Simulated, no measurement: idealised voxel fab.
Documented hereafter: the process module known as voxel ribs on slabs.
In the cross-section labelled cut, the width is 280 nm and each square cell is 5 nm.
A cross-section is written here as square cells arranged in a grid, and it is given in bands from the top down, each band taking up one or more rows of cells.
The band entry comprises the height of the band's top followed by the height of its bottom, expressed in nm, and subsequently the band's materials from left to right, each stated together with its width in nm. Where a single material is marked with the word "all across", that material fills the band from edge to edge. The word "empty" represents empty space.
Zero point of the height axis is 0; under it, received wafer = one material. Lowest band: continues down indefinitely, "from 0 down".
Quick explanation for "30 to 40": the width changes in equal steps down the rows of cells, from the first number in the band's top row to the second number in its bottom row.
When a step is marked "nothing different", none of the cells in the cross-section changed during that step.
"Voids, fully enclosed" specifies each empty space that is not open to the top and that occupies no fewer than 8 cells, using the form width x height at distance, the distance measured from the left edge and all three quantities in nm.
On each step's line, the part that comes after the settings is the simulator's own comment on the step.
Regarding "overlay nm": on a step with a mask, it is the distance the mask lay to the right of its planned place; a negative value places it to the left.

# Steps in the process plan
step 1: RECEIVE: material Si
step 2: DIRECTIONAL_DEP: material SiO2, thk nm 25
step 3: DIRECTIONAL_DEP: material SiN, thk nm 25
step 4: DIRECTIONAL_DEP: material aC, thk nm 15
step 5: PATTERN: tone cover, mask id RIB, material resist, width nm 30, thk nm 35, overlay nm 0
step 6: DIRECTIONAL_ETCH: etch materials aC, depth nm 15
step 7: STRIP: etch materials resist
step 8: DIRECTIONAL_ETCH: etch materials SiN, depth nm 10
step 9: STRIP: etch materials aC
step 10: DIRECTIONAL_DEP: material aC, thk nm 10
step 11: PATTERN: tone cover, mask id SLAB, material resist, width nm 90, thk nm 25, overlay nm 0
step 12: DIRECTIONAL_ETCH: etch materials aC, depth nm 10
step 13: STRIP: etch materials resist
step 14: DIRECTIONAL_ETCH: etch materials SiN, depth nm 15
step 15: STRIP: etch materials aC
step 16: FILL_DEP: material SiO2, thk nm 25
step 17: CMP: height nm 65
step 18: DIRECTIONAL_DEP: material TiN, thk nm 5
step 19: DIRECTIONAL_DEP: material aC, thk nm 15
step 20: PATTERN: tone cover, mask id HEATER, material resist, width nm 40, thk nm 35, overlay nm 0
step 21: DIRECTIONAL_ETCH: etch materials aC, depth nm 15
step 22: STRIP: etch materials resist
step 23: DIRECTIONAL_ETCH: etch materials TiN, depth nm 5
step 24: STRIP: etch materials aC
step 25: CONFORMAL_DEP: material SiO2, thk nm 10

# Cross-section of the wafer at receipt, which is the condition after step 1
  from 0 down = Si all across
  Voids, fully enclosed: none

# Wafer at module end, in section. Began as above, planned as above, run with one mistake
  from 70 to 65 = empty 120 nm, then TiN 40 nm, then empty 120 nm
  from 65 to 50 = SiO2 all across
  from 50 to 40 = SiO2 125 nm, then SiN 30 nm, then SiO2 125 nm
  from 40 to 25 = SiO2 95 nm, then SiN 90 nm, then SiO2 95 nm
  from 25 to 0 = SiO2 all across
  from 0 down = Si all across
  Voids, fully enclosed: none
Nonconformance to the process plan: step 25 of the plan never got run, it was skipped over
